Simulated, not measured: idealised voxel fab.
The following process module bears the name voxel gate over fins.
215 nm wide, 5 nm square cells: that's cross-section cut.
This document writes a cross-section as a grid whose cells are square, and gives it as bands, listed from the top down; one or more rows of cells form a band.
Top, bottom (nm), then materials left to right with widths (nm); lone material tagged "all across" fills the whole band edge to edge; "air" = empty space.
Basically, 0 is our baseline, since under it the wafer straight out of the box is all one material. The bottom band has no lower end and keeps on going down, so it looks like "0 and below".
When a width is written as two numbers, as in "30..40", the first number is the width in the top row of cells of the band and the second is the width in its bottom row, and the width changes by the same amount from each row to the next.
Step note "nothing was modified" = no cross-section cell changed.
If an empty space has no open way to the top and is at least 8 cells in size, "Closed internal cavities" lists it, written width x height at distance, where distance is measured from the left edge and every value is in nm.
Where a step's line continues beyond its settings, the continuation is a remark by the simulator itself on that step.
The setting "overlay nm" may be written on the line of a step. When the step uses a mask, the value reports how far to the right of the planned place the mask lay, and a negative value reports that it lay to the left.

The steps planned for the process are as follows
1 RECEIVE: material Si
2 CONFORMAL_DEP: material SiN, thk nm 10
3 DIRECTIONAL_DEP: material aC, thk nm 10
4 PATTERN: tone cover, mask id FINS, material resist, width nm 15, pitch nm 45, thk nm 25, overlay nm 0
5 DIRECTIONAL_ETCH: etch materials aC, depth nm 10
6 STRIP: etch materials resist
7 DIRECTIONAL_ETCH: etch materials SiN, depth nm 10
8 DIRECTIONAL_ETCH: etch materials Si, depth nm 35
9 STRIP: etch materials aC
10 FILL_DEP: material SiO2, thk nm 15
11 CMP: height nm 10
12 SELECTIVE_ETCH: etch materials SiO2, depth nm 25
13 STRIP: etch materials SiN
14 CONFORMAL_DEP: material HfO2, thk nm 5
15 CONFORMAL_DEP: material TiN, thk nm 5
16 FILL_DEP: material W, thk nm 10
17 CMP: height nm 15
18 CONFORMAL_DEP: material SiCN, thk nm 10

Cross-section of the wafer as it came to us, i.e., already through step 1
> 0 and below  Si all across
> Closed internal cavities: none

Cross-section, first of two wafers, end of module, run as planned
> 25 down to 15  SiCN all across
> 15 down to 10  W all across
> 10 down to 5  W (45)  TiN (35)  W (10)  TiN (35)  W (10)  TiN (35)  W (45)
> 5 down to 0  W (45)  TiN (5)  HfO2 (25)  TiN (5)  W (10)  TiN (5)  HfO2 (25)  TiN (5)  W (10)  TiN (5)  HfO2 (25)  TiN (5)  W (45)
> 0 down to -5  W (45)  TiN (5)  HfO2 (5)  Si (15)  HfO2 (5)  TiN (5)  W (10)  TiN (5)  HfO2 (5)  Si (15)  HfO2 (5)  TiN (5)  W (10)  TiN (5)  HfO2 (5)  Si (15)  HfO2 (5)  TiN (5)  W (45)
> -5 down to -10  TiN (50)  HfO2 (5)  Si (15)  HfO2 (5)  TiN (20)  HfO2 (5)  Si (15)  HfO2 (5)  TiN (20)  HfO2 (5)  Si (15)  HfO2 (5)  TiN (50)
> -10 down to -15  HfO2 (55)  Si (15)  HfO2 (30)  Si (15)  HfO2 (30)  Si (15)  HfO2 (55)
> -15 down to -35  SiO2 (55)  Si (15)  SiO2 (30)  Si (15)  SiO2 (30)  Si (15)  SiO2 (55)
> -35 and below  Si all across
> Closed internal cavities: none

Second wafer of the two, sectioned at the end of the module. It began like the first and followed the same plan, but one mistake was made while running it
> 25 down to 15  SiCN all across
> 15 down to 10  W all across
> 10 down to 5  W (45)  TiN (35)  W (10)  TiN (35)  W (10)  TiN (35)  W (45)
> 5 down to 0  W (45)  TiN (5)  HfO2 (25)  TiN (5)  W (10)  TiN (5)  HfO2 (25)  TiN (5)  W (10)  TiN (5)  HfO2 (25)  TiN (5)  W (45)
> 0 down to -5  W (45)  TiN (5)  HfO2 (5)  Si (15)  HfO2 (5)  TiN (5)  W (10)  TiN (5)  HfO2 (5)  Si (15)  HfO2 (5)  TiN (5)  W (10)  TiN (5)  HfO2 (5)  Si (15)  HfO2 (5)  TiN (5)  W (45)
> -5 down to -10  TiN (50)  HfO2 (5)  Si (15)  HfO2 (5)  TiN (20)  HfO2 (5)  Si (15)  HfO2 (5)  TiN (20)  HfO2 (5)  Si (15)  HfO2 (5)  TiN (50)
> -10 down to -15  HfO2 (55)  Si (15)  HfO2 (30)  Si (15)  HfO2 (30)  Si (15)  HfO2 (55)
> -15 down to -25  SiO2 (55)  Si (15)  SiO2 (30)  Si (15)  SiO2 (30)  Si (15)  SiO2 (55)
> -25 and below  Si all across
> Closed internal cavities: none
Nonconformance to the process plan: step 8 did not happen as planned, as run it was DIRECTIONAL_ETCH: etch materials Si, depth nm 25
Wrapping up, a cell-based count of both wafers puts the second over or under the first for these materials: Si: 68 more | SiO2: 68 fewer
